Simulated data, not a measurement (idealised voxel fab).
This section sets out a process module, namely voxel transistor to metal.
This is section cut - it's 185 nm across, gridded in 5 nm square cells.
In this document a cross-section is written as a grid of square cells. It is given as a series of bands, listed from the top down, and a band is one or more rows of cells.
Basically the band line says how high the top is and how high the bottom is, in nm, and then what's in it from left to right, every material with its width in nm. Empty space shows up as "blank", and if a single material carries "all across" it runs the full band edge to edge.
Where do heights start? At 0: under that level the wafer as delivered is made of one material only. And the lowest band has no floor; it just carries on downward, as in "0 down".
Read "30 to 40" as a graded width: first number on top, second number at the bottom, same change between each pair of neighbouring rows.
Take "everything unchanged" at face value: in the step it is given for, the cross-section changed in none of its cells.
Entry "Voids, enclosed" = empty spaces >= 8 cells with no open way to the top; each as width x height at distance, distance from left edge, all nm.
Heads up: the bit after the settings on a step's line is the simulator's remark on that step.
"overlay nm", when on a step's line for a step with a mask, measures how far to the right of its planned place the mask lay; a negative measure means to the left.
## This section lists the process steps that were planned
step 1: RECEIVE with material Si
step 2: CONFORMAL_DEP with material SiO2, thk nm 5
step 3: CONFORMAL_DEP with material SiN, thk nm 10
step 4: MASKED_ETCH with tone cover, mask id ACTIVE, width nm 100, etch materials SiN, depth nm 10, overlay nm 0
step 5: MASKED_ETCH with tone cover, mask id ACTIVE, width nm 100, etch materials SiO2, depth nm 5, overlay nm 0
step 6: MASKED_ETCH with tone cover, mask id ACTIVE, width nm 100, etch materials Si, depth nm 30, overlay nm 0
step 7: FILL_DEP with material SiO2, thk nm 15
step 8: CMP with height nm 15
step 9: SELECTIVE_ETCH with etch materials SiO2, depth nm 5
step 10: STRIP with etch materials SiN
step 11: SELECTIVE_ETCH with etch materials SiO2, depth nm 5
step 12: OXIDIZE with depth nm 5
step 13: DIRECTIONAL_DEP with material polySi, thk nm 30
step 14: DIRECTIONAL_DEP with material SiCN, thk nm 15
step 15: MASKED_ETCH with tone cover, mask id GATE, width nm 20, etch materials SiCN, depth nm 25, overlay nm 0
step 16: MASKED_ETCH with tone cover, mask id GATE, width nm 20, etch materials polySi, depth nm 40, overlay nm 0
step 17: CONFORMAL_DEP with material SiN, thk nm 10
step 18: DIRECTIONAL_ETCH with etch materials SiN, depth nm 10
step 19: DIRECTIONAL_ETCH with etch materials SiO2, depth nm 5
step 20: DIRECTIONAL_ETCH with etch materials Si, depth nm 5
step 21: EPI with material SiGe, thk nm 5
step 22: FILL_DEP with material SiO2, thk nm 10
step 23: CMP with height nm 45
step 24: DIRECTIONAL_DEP with material SiO2, thk nm 10
step 25: MASKED_ETCH with tone open, mask id CONTACT, width nm 20, pitch nm 70, etch materials SiO2, depth nm 60, overlay nm 0
step 26: CONFORMAL_DEP with material TiN, thk nm 5
step 27: FILL_DEP with material Ru, thk nm 10
step 28: CMP with height nm 55
step 29: CONFORMAL_DEP with material SiN, thk nm 5
step 30: DIRECTIONAL_DEP with material SiO2, thk nm 15
step 31: PATTERN with tone open, mask id METAL_1, material resist, width nm 20, pitch nm 70, thk nm 15, overlay nm 0
step 32: DIRECTIONAL_ETCH with etch materials SiO2, depth nm 15
step 33: DIRECTIONAL_ETCH with etch materials SiN, depth nm 5
step 34: STRIP with etch materials resist
step 35: CONFORMAL_DEP with material TiN, thk nm 5
step 36: FILL_DEP with material Cu, thk nm 10
step 37: CMP with height nm 75
step 38: CONFORMAL_DEP with material SiCN, thk nm 5
step 39: DIRECTIONAL_DEP with material lowk, thk nm 30
step 40: MASKED_ETCH with tone open, mask id METAL_2_HOLES, width nm 15, pitch nm 70, etch materials lowk, depth nm 30, overlay nm 0
step 41: MASKED_ETCH with tone open, mask id METAL_2, width nm 20, pitch nm 70, etch materials lowk, depth nm 15, overlay nm 0
step 42: MASKED_ETCH with tone open, mask id METAL_2, width nm 20, pitch nm 70, etch materials SiCN, depth nm 5, overlay nm 0
step 43: CONFORMAL_DEP with material TiN, thk nm 5
step 44: FILL_DEP with material Cu, thk nm 5
step 45: CMP with height nm 110
step 46: CONFORMAL_DEP with material SiN, thk nm 5
## The first of the two wafers, which ran as planned
## Delivered wafer in cross-section: state after step 1
> 0 down  Si all across
> Voids, enclosed: none
## The following cross-section depicts the wafer upon completion of step 2
> 5 to 0  SiO2 all across
> Anything lower than 0 is untouched.
## The following cross-section depicts the wafer upon completion of step 3
> 15 to 5  SiN all across
> Anything lower than 5 is untouched.
## The following cross-section depicts the wafer upon completion of step 4
> 15 to 5  blank 40 nm / SiN 100 nm / blank 45 nm
> Anything lower than 5 is untouched.
## The following cross-section depicts the wafer upon completion of step 5
> 15 to 5  blank 40 nm / SiN 100 nm / blank 45 nm
> 5 to 0  blank 40 nm / SiO2 100 nm / blank 45 nm
> Anything lower than 0 is untouched.
## The following cross-section depicts the wafer upon completion of step 6
> 15 to 5  blank 40 nm / SiN 100 nm / blank 45 nm
> 5 to 0  blank 40 nm / SiO2 100 nm / blank 45 nm
> 0 to -30  blank 40 nm / Si 100 nm / blank 45 nm
> Anything lower than -30 is untouched.
## The following cross-section depicts the wafer upon completion of step 7
> 30 to 15  SiO2 all across
> 15 to 5  SiO2 40 nm / SiN 100 nm / SiO2 45 nm
> 5 to 0  SiO2 all across
> 0 to -30  SiO2 40 nm / Si 100 nm / SiO2 45 nm
> Anything lower than -30 is untouched.
## The following cross-section depicts the wafer upon completion of step 8
> 15 to 5  SiO2 40 nm / SiN 100 nm / SiO2 45 nm
> Anything lower than 5 is untouched.
## The following cross-section depicts the wafer upon completion of step 9
> 15 to 10  blank 40 nm / SiN 100 nm / blank 45 nm
> Anything lower than 10 is untouched.
## The following cross-section depicts the wafer upon completion of step 10
> 10 to 5  SiO2 40 nm / blank 100 nm / SiO2 45 nm
> Anything lower than 5 is untouched.
## The following cross-section depicts the wafer upon completion of step 11
> 5 to 0  SiO2 35 nm / blank 110 nm / SiO2 40 nm
> Anything lower than 0 is untouched.
## The following cross-section depicts the wafer upon completion of step 12
> 5 to 0  SiO2 35 nm / blank 110 nm / SiO2 40 nm
> 0 to -5  SiO2 all across
> Anything lower than -5 is untouched.
## The following cross-section depicts the wafer upon completion of step 13
> 35 to 30  polySi 35 nm / blank 110 nm / polySi 40 nm
> 30 to 5  polySi all across
> 5 to 0  SiO2 35 nm / polySi 110 nm / SiO2 40 nm
> Anything lower than 0 is untouched.
## The following cross-section depicts the wafer upon completion of step 14
> 50 to 45  SiCN 35 nm / blank 110 nm / SiCN 40 nm
> 45 to 35  SiCN all across
> 35 to 30  polySi 35 nm / SiCN 110 nm / polySi 40 nm
> Anything lower than 30 is untouched.
## The following cross-section depicts the wafer upon completion of step 15
> 45 to 35  blank 80 nm / SiCN 20 nm / blank 85 nm
> 35 to 30  polySi 35 nm / blank 45 nm / SiCN 20 nm / blank 45 nm / polySi 40 nm
> Anything lower than 30 is untouched.
## The following cross-section depicts the wafer upon completion of step 16
> 45 to 30  blank 80 nm / SiCN 20 nm / blank 85 nm
> 30 to 5  blank 80 nm / polySi 20 nm / blank 85 nm
> 5 to 0  SiO2 35 nm / blank 45 nm / polySi 20 nm / blank 45 nm / SiO2 40 nm
> Anything lower than 0 is untouched.
## The following cross-section depicts the wafer upon completion of step 17
> 55 to 45  blank 70 nm / SiN 40 nm / blank 75 nm
> 45 to 30  blank 70 nm / SiN 10 nm / SiCN 20 nm / SiN 10 nm / blank 75 nm
> 30 to 15  blank 70 nm / SiN 10 nm / polySi 20 nm / SiN 10 nm / blank 75 nm
> 15 to 10  SiN 45 nm / blank 25 nm / SiN 10 nm / polySi 20 nm / SiN 10 nm / blank 25 nm / SiN 50 nm
> 10 to 5  SiN 80 nm / polySi 20 nm / SiN 85 nm
> 5 to 0  SiO2 35 nm / SiN 45 nm / polySi 20 nm / SiN 45 nm / SiO2 40 nm
> Anything lower than 0 is untouched.
## The following cross-section depicts the wafer upon completion of step 18
> 45 to 30  blank 70 nm / SiN 10 nm / SiCN 20 nm / SiN 10 nm / blank 75 nm
> 30 to 5  blank 70 nm / SiN 10 nm / polySi 20 nm / SiN 10 nm / blank 75 nm
> 5 to 0  SiO2 35 nm / SiN 10 nm / blank 25 nm / SiN 10 nm / polySi 20 nm / SiN 10 nm / blank 25 nm / SiN 10 nm / SiO2 40 nm
> Anything lower than 0 is untouched.
## The following cross-section depicts the wafer upon completion of step 19
> 45 to 30  blank 70 nm / SiN 10 nm / SiCN 20 nm / SiN 10 nm / blank 75 nm
> 30 to 5  blank 70 nm / SiN 10 nm / polySi 20 nm / SiN 10 nm / blank 75 nm
> 5 to 0  blank 35 nm / SiN 10 nm / blank 25 nm / SiN 10 nm / polySi 20 nm / SiN 10 nm / blank 25 nm / SiN 10 nm / blank 40 nm
> 0 to -5  SiO2 45 nm / blank 25 nm / SiO2 40 nm / blank 25 nm / SiO2 50 nm
> Anything lower than -5 is untouched.
## The following cross-section depicts the wafer upon completion of step 20
> 45 to 30  blank 70 nm / SiN 10 nm / SiCN 20 nm / SiN 10 nm / blank 75 nm
> 30 to 5  blank 70 nm / SiN 10 nm / polySi 20 nm / SiN 10 nm / blank 75 nm
> 5 to 0  blank 35 nm / SiN 10 nm / blank 25 nm / SiN 10 nm / polySi 20 nm / SiN 10 nm / blank 25 nm / SiN 10 nm / blank 40 nm
> 0 to -5  SiO2 45 nm / blank 25 nm / SiO2 40 nm / blank 25 nm / SiO2 50 nm
> -5 to -10  SiO2 40 nm / Si 5 nm / blank 25 nm / Si 40 nm / blank 25 nm / Si 5 nm / SiO2 45 nm
> Anything lower than -10 is untouched.
## The following cross-section depicts the wafer upon completion of step 21
> 45 to 30  blank 70 nm / SiN 10 nm / SiCN 20 nm / SiN 10 nm / blank 75 nm
> 30 to 5  blank 70 nm / SiN 10 nm / polySi 20 nm / SiN 10 nm / blank 75 nm
> 5 to 0  blank 35 nm / SiN 10 nm / blank 25 nm / SiN 10 nm / polySi 20 nm / SiN 10 nm / blank 25 nm / SiN 10 nm / blank 40 nm
> 0 to -5  SiO2 45 nm / SiGe 5 nm / blank 15 nm / SiGe 5 nm / SiO2 40 nm / SiGe 5 nm / blank 15 nm / SiGe 5 nm / SiO2 50 nm
> -5 to -10  SiO2 40 nm / Si 5 nm / SiGe 25 nm / Si 40 nm / SiGe 25 nm / Si 5 nm / SiO2 45 nm
> Anything lower than -10 is untouched.
## The following cross-section depicts the wafer upon completion of step 22
> 55 to 45  SiO2 all across
> 45 to 30  SiO2 70 nm / SiN 10 nm / SiCN 20 nm / SiN 10 nm / SiO2 75 nm
> 30 to 5  SiO2 70 nm / SiN 10 nm / polySi 20 nm / SiN 10 nm / SiO2 75 nm
> 5 to 0  SiO2 35 nm / SiN 10 nm / SiO2 25 nm / SiN 10 nm / polySi 20 nm / SiN 10 nm / SiO2 25 nm / SiN 10 nm / SiO2 40 nm
> 0 to -5  SiO2 45 nm / SiGe 5 nm / SiO2 15 nm / SiGe 5 nm / SiO2 40 nm / SiGe 5 nm / SiO2 15 nm / SiGe 5 nm / SiO2 50 nm
> Anything lower than -5 is untouched.
## The following cross-section depicts the wafer upon completion of step 23
> 45 to 30  SiO2 70 nm / SiN 10 nm / SiCN 20 nm / SiN 10 nm / SiO2 75 nm
> Anything lower than 30 is untouched.
## The following cross-section depicts the wafer upon completion of step 24
> 55 to 45  SiO2 all across
> Anything lower than 45 is untouched.
## The following cross-section depicts the wafer upon completion of step 25
> 55 to 45  SiO2 45 nm / blank 20 nm / SiO2 50 nm / blank 20 nm / SiO2 50 nm
> 45 to 30  SiO2 45 nm / blank 20 nm / SiO2 5 nm / SiN 10 nm / SiCN 20 nm / SiN 10 nm / SiO2 5 nm / blank 20 nm / SiO2 50 nm
> 30 to 5  SiO2 45 nm / blank 20 nm / SiO2 5 nm / SiN 10 nm / polySi 20 nm / SiN 10 nm / SiO2 5 nm / blank 20 nm / SiO2 50 nm
> 5 to 0  SiO2 35 nm / SiN 10 nm / blank 20 nm / SiO2 5 nm / SiN 10 nm / polySi 20 nm / SiN 10 nm / SiO2 5 nm / blank 20 nm / SiN 10 nm / SiO2 40 nm
> 0 to -5  SiO2 45 nm / SiGe 5 nm / blank 15 nm / SiGe 5 nm / SiO2 40 nm / SiGe 5 nm / blank 15 nm / SiGe 5 nm / SiO2 50 nm
> Anything lower than -5 is untouched.
## The following cross-section depicts the wafer upon completion of step 26
> 60 to 55  TiN 50 nm / blank 10 nm / TiN 60 nm / blank 10 nm / TiN 55 nm
> 55 to 45  SiO2 45 nm / TiN 5 nm / blank 10 nm / TiN 5 nm / SiO2 50 nm / TiN 5 nm / blank 10 nm / TiN 5 nm / SiO2 50 nm
> 45 to 30  SiO2 45 nm / TiN 5 nm / blank 10 nm / TiN 5 nm / SiO2 5 nm / SiN 10 nm / SiCN 20 nm / SiN 10 nm / SiO2 5 nm / TiN 5 nm / blank 10 nm / TiN 5 nm / SiO2 50 nm
> 30 to 5  SiO2 45 nm / TiN 5 nm / blank 10 nm / TiN 5 nm / SiO2 5 nm / SiN 10 nm / polySi 20 nm / SiN 10 nm / SiO2 5 nm / TiN 5 nm / blank 10 nm / TiN 5 nm / SiO2 50 nm
> 5 to 0  SiO2 35 nm / SiN 10 nm / TiN 10 nm / blank 5 nm / TiN 5 nm / SiO2 5 nm / SiN 10 nm / polySi 20 nm / SiN 10 nm / SiO2 5 nm / TiN 5 nm / blank 5 nm / TiN 10 nm / SiN 10 nm / SiO2 40 nm
> 0 to -5  SiO2 45 nm / SiGe 5 nm / TiN 15 nm / SiGe 5 nm / SiO2 40 nm / SiGe 5 nm / TiN 15 nm / SiGe 5 nm / SiO2 50 nm
> Anything lower than -5 is untouched.
## The following cross-section depicts the wafer upon completion of step 27
> 70 to 60  Ru all across
> 60 to 55  TiN 50 nm / Ru 10 nm / TiN 60 nm / Ru 10 nm / TiN 55 nm
> 55 to 45  SiO2 45 nm / TiN 5 nm / Ru 10 nm / TiN 5 nm / SiO2 50 nm / TiN 5 nm / Ru 10 nm / TiN 5 nm / SiO2 50 nm
> 45 to 30  SiO2 45 nm / TiN 5 nm / Ru 10 nm / TiN 5 nm / SiO2 5 nm / SiN 10 nm / SiCN 20 nm / SiN 10 nm / SiO2 5 nm / TiN 5 nm / Ru 10 nm / TiN 5 nm / SiO2 50 nm
> 30 to 5  SiO2 45 nm / TiN 5 nm / Ru 10 nm / TiN 5 nm / SiO2 5 nm / SiN 10 nm / polySi 20 nm / SiN 10 nm / SiO2 5 nm / TiN 5 nm / Ru 10 nm / TiN 5 nm / SiO2 50 nm
> 5 to 0  SiO2 35 nm / SiN 10 nm / TiN 10 nm / Ru 5 nm / TiN 5 nm / SiO2 5 nm / SiN 10 nm / polySi 20 nm / SiN 10 nm / SiO2 5 nm / TiN 5 nm / Ru 5 nm / TiN 10 nm / SiN 10 nm / SiO2 40 nm
> Anything lower than 0 is untouched.
## The following cross-section depicts the wafer upon completion of step 28
> 55 to 45  SiO2 45 nm / TiN 5 nm / Ru 10 nm / TiN 5 nm / SiO2 50 nm / TiN 5 nm / Ru 10 nm / TiN 5 nm / SiO2 50 nm
> Anything lower than 45 is untouched.
## The following cross-section depicts the wafer upon completion of step 29
> 60 to 55  SiN all across
> Anything lower than 55 is untouched.
## The following cross-section depicts the wafer upon completion of step 30
> 75 to 60  SiO2 all across
> Anything lower than 60 is untouched.
## The following cross-section depicts the wafer upon completion of step 31
> 90 to 75  resist 45 nm / blank 20 nm / resist 50 nm / blank 20 nm / resist 50 nm
> Anything lower than 75 is untouched.
## The following cross-section depicts the wafer upon completion of step 32
> 90 to 75  resist 45 nm / blank 20 nm / resist 50 nm / blank 20 nm / resist 50 nm
> 75 to 60  SiO2 45 nm / blank 20 nm / SiO2 50 nm / blank 20 nm / SiO2 50 nm
> Anything lower than 60 is untouched.
## The following cross-section depicts the wafer upon completion of step 33
> 90 to 75  resist 45 nm / blank 20 nm / resist 50 nm / blank 20 nm / resist 50 nm
> 75 to 60  SiO2 45 nm / blank 20 nm / SiO2 50 nm / blank 20 nm / SiO2 50 nm
> 60 to 55  SiN 45 nm / blank 20 nm / SiN 50 nm / blank 20 nm / SiN 50 nm
> Anything lower than 55 is untouched.
## The following cross-section depicts the wafer upon completion of step 34
> 75 to 60  SiO2 45 nm / blank 20 nm / SiO2 50 nm / blank 20 nm / SiO2 50 nm
> Anything lower than 60 is untouched.
## The following cross-section depicts the wafer upon completion of step 35
> 80 to 75  TiN 50 nm / blank 10 nm / TiN 60 nm / blank 10 nm / TiN 55 nm
> 75 to 60  SiO2 45 nm / TiN 5 nm / blank 10 nm / TiN 5 nm / SiO2 50 nm / TiN 5 nm / blank 10 nm / TiN 5 nm / SiO2 50 nm
> 60 to 55  SiN 45 nm / TiN 20 nm / SiN 50 nm / TiN 20 nm / SiN 50 nm
> Anything lower than 55 is untouched.
## The following cross-section depicts the wafer upon completion of step 36
> 90 to 80  Cu all across
> 80 to 75  TiN 50 nm / Cu 10 nm / TiN 60 nm / Cu 10 nm / TiN 55 nm
> 75 to 60  SiO2 45 nm / TiN 5 nm / Cu 10 nm / TiN 5 nm / SiO2 50 nm / TiN 5 nm / Cu 10 nm / TiN 5 nm / SiO2 50 nm
> Anything lower than 60 is untouched.
## The following cross-section depicts the wafer upon completion of step 37
> 75 to 60  SiO2 45 nm / TiN 5 nm / Cu 10 nm / TiN 5 nm / SiO2 50 nm / TiN 5 nm / Cu 10 nm / TiN 5 nm / SiO2 50 nm
> Anything lower than 60 is untouched.
## The following cross-section depicts the wafer upon completion of step 38
> 80 to 75  SiCN all across
> Anything lower than 75 is untouched.
## The following cross-section depicts the wafer upon completion of step 39
> 110 to 80  lowk all across
> Anything lower than 80 is untouched.
## The following cross-section depicts the wafer upon completion of step 40
> 110 to 80  lowk 45 nm / blank 15 nm / lowk 55 nm / blank 15 nm / lowk 55 nm
> Anything lower than 80 is untouched.
## The following cross-section depicts the wafer upon completion of step 41
> 110 to 95  lowk 45 nm / blank 20 nm / lowk 50 nm / blank 20 nm / lowk 50 nm
> Anything lower than 95 is untouched.
## The following cross-section depicts the wafer upon completion of step 42
> 110 to 95  lowk 45 nm / blank 20 nm / lowk 50 nm / blank 20 nm / lowk 50 nm
> 95 to 80  lowk 45 nm / blank 15 nm / lowk 55 nm / blank 15 nm / lowk 55 nm
> 80 to 75  SiCN 45 nm / blank 15 nm / SiCN 55 nm / blank 15 nm / SiCN 55 nm
> Anything lower than 75 is untouched.
## The following cross-section depicts the wafer upon completion of step 43
> 115 to 110  TiN 50 nm / blank 10 nm / TiN 60 nm / blank 10 nm / TiN 55 nm
> 110 to 100  lowk 45 nm / TiN 5 nm / blank 10 nm / TiN 5 nm / lowk 50 nm / TiN 5 nm / blank 10 nm / TiN 5 nm / lowk 50 nm
> 100 to 95  lowk 45 nm / TiN 5 nm / blank 5 nm / TiN 10 nm / lowk 50 nm / TiN 5 nm / blank 5 nm / TiN 10 nm / lowk 50 nm
> 95 to 80  lowk 45 nm / TiN 5 nm / blank 5 nm / TiN 5 nm / lowk 55 nm / TiN 5 nm / blank 5 nm / TiN 5 nm / lowk 55 nm
> 80 to 75  SiCN 45 nm / TiN 15 nm / SiCN 55 nm / TiN 15 nm / SiCN 55 nm
> Anything lower than 75 is untouched.
## The following cross-section depicts the wafer upon completion of step 44
> 120 to 115  Cu all across
> 115 to 110  TiN 50 nm / Cu 10 nm / TiN 60 nm / Cu 10 nm / TiN 55 nm
> 110 to 100  lowk 45 nm / TiN 5 nm / Cu 10 nm / TiN 5 nm / lowk 50 nm / TiN 5 nm / Cu 10 nm / TiN 5 nm / lowk 50 nm
> 100 to 95  lowk 45 nm / TiN 5 nm / Cu 5 nm / TiN 10 nm / lowk 50 nm / TiN 5 nm / Cu 5 nm / TiN 10 nm / lowk 50 nm
> 95 to 80  lowk 45 nm / TiN 5 nm / Cu 5 nm / TiN 5 nm / lowk 55 nm / TiN 5 nm / Cu 5 nm / TiN 5 nm / lowk 55 nm
> Anything lower than 80 is untouched.
## The following cross-section depicts the wafer upon completion of step 45
> 110 to 100  lowk 45 nm / TiN 5 nm / Cu 10 nm / TiN 5 nm / lowk 50 nm / TiN 5 nm / Cu 10 nm / TiN 5 nm / lowk 50 nm
> Anything lower than 100 is untouched.
## The following cross-section depicts the wafer upon completion of step 46
> 115 to 110  SiN all across
> Anything lower than 110 is untouched.
## Second wafer, same starting state and plan as the first, one mistake in the run, identical through step 37
## Here is the second wafer in cross-section at the point where step 38 of the plan should have been done
> 105 to 75  lowk all across
> Anything lower than 75 is untouched.
## Here is the second wafer in cross-section at the point where step 39 of the plan should have been done
> 110 to 105  SiCN all across
> Anything lower than 105 is untouched.
Here is the second wafer in cross-section at the point where step 40 of the plan should have been done: everything unchanged
Here is the second wafer in cross-section at the point where step 41 of the plan should have been done: everything unchanged
## Here is the second wafer in cross-section at the point where step 42 of the plan should have been done
> 110 to 105  SiCN 45 nm / blank 20 nm / SiCN 50 nm / blank 20 nm / SiCN 50 nm
> Anything lower than 105 is untouched.
## Here is the second wafer in cross-section at the point where step 43 of the plan should have been done
> 115 to 110  TiN 50 nm / blank 10 nm / TiN 60 nm / blank 10 nm / TiN 55 nm
> 110 to 105  SiCN 45 nm / TiN 20 nm / SiCN 50 nm / TiN 20 nm / SiCN 50 nm
> Anything lower than 105 is untouched.
## Here is the second wafer in cross-section at the point where step 44 of the plan should have been done
> 120 to 115  Cu all across
> 115 to 110  TiN 50 nm / Cu 10 nm / TiN 60 nm / Cu 10 nm / TiN 55 nm
> Anything lower than 110 is untouched.
## Here is the second wafer in cross-section at the point where step 45 of the plan should have been done
> 110 to 105  SiCN 45 nm / TiN 20 nm / SiCN 50 nm / TiN 20 nm / SiCN 50 nm
> Anything lower than 105 is untouched.
## Here is the second wafer in cross-section at the point where step 46 of the plan should have been done
> 115 to 110  SiN all across
> Anything lower than 110 is untouched.
Want to know what went wrong? transposition of steps 38 and 39 relative to the planned sequence
End check, counted in cells, second wafer has more or fewer of these materials than the first: Cu -16; SiCN -2; TiN -24; lowk +42
